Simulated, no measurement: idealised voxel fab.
The following is a process module called voxel spacer lines.
This is section cut - it's 180 nm across, gridded in 5 nm square cells.
Throughout this document, each cross-section is represented as a grid of square cells and is presented as a sequence of bands enumerated from the top downward, where a band comprises one or more rows of cells. Band: top height; bottom height; in nm. Then, left to right: material with width in nm, for each material. "edge to edge": a single material spanning edge to edge. "empty": empty space. Basically, 0 is our baseline, since under it the wafer straight out of the box is all one material. The bottom band has no lower end and keeps on going down, so it looks like "from 0 down". You'd read "30 to 40" like this: the band's top row of cells is as wide as the first number, its bottom row is as wide as the second, and going down, every row changes width by the same amount as the row before did. No cell of the cross-section changed in a step that is given as "no change". Entry "Enclosed void listing". Content: empty spaces with no open connection to the top, size 8 cells or greater. Each: width x height at distance. Distance: from left edge. Unit: nm. Past the settings on a step's line: simulator remark, on that step. "overlay nm" answers the question of how far to the right of plan the mask lay on a step that has a mask, and when it is negative the answer is to the left.

Planned process steps:
1: RECEIVE: material Si
2: CONFORMAL_DEP: material Al2O3, thk nm 5
3: DIRECTIONAL_DEP: material TiN, thk nm 15
4: DIRECTIONAL_DEP: material polySi, thk nm 25
5: PATTERN: tone cover, mask id MANDREL, material resist, width nm 15, pitch nm 80, thk nm 30, overlay nm 0
6: DIRECTIONAL_ETCH: etch materials polySi, depth nm 25
7: STRIP: etch materials resist
8: CONFORMAL_DEP: material SiO2, thk nm 15
9: DIRECTIONAL_ETCH: etch materials SiO2, depth nm 15
10: STRIP: etch materials polySi
11: DIRECTIONAL_ETCH: etch materials TiN, depth nm 15
12: STRIP: etch materials SiO2
All wafers enter the flow in the same state. The width nm at step 5 differs from wafer to wafer, and the plan gives the value for the first wafer.

Cross-section of the first of several wafers as received (after step 1):
> from 0 down  Si edge to edge
> Enclosed void listing: none

Depicted here is the first of several wafers in cross-section, at module completion following the last step, step 12:
> from 20 to 5  empty 25  TiN 15  empty 15  TiN 15  empty 35  TiN 15  empty 15  TiN 15  empty 30
> from 5 to 0  Al2O3 edge to edge
> from 0 down  Si edge to edge
> Enclosed void listing: none

Final wafer of several, shown in cross-section at the end of the module:
> from 20 to 5  empty 15  TiN 15  empty 40  TiN 15  empty 10  TiN 15  empty 40  TiN 15  empty 15
> from 5 to 0  Al2O3 edge to edge
> from 0 down  Si edge to edge
> Enclosed void listing: none

Per-wafer rows below. For each material: cells gained (+) or lost (-) since the wafer was received, as of end of module. Then: closed voids:
width nm 15, +36 Al2O3, +36 TiN, Enclosed void listing: none
width nm 20, +36 Al2O3, +36 TiN, Enclosed void listing: none
width nm 25, +36 Al2O3, +36 TiN, Enclosed void listing: none
width nm 30, +36 Al2O3, +36 TiN, Enclosed void listing: none
width nm 35, +36 Al2O3, +36 TiN, Enclosed void listing: none
width nm 40, +36 Al2O3, +36 TiN, Enclosed void listing: none
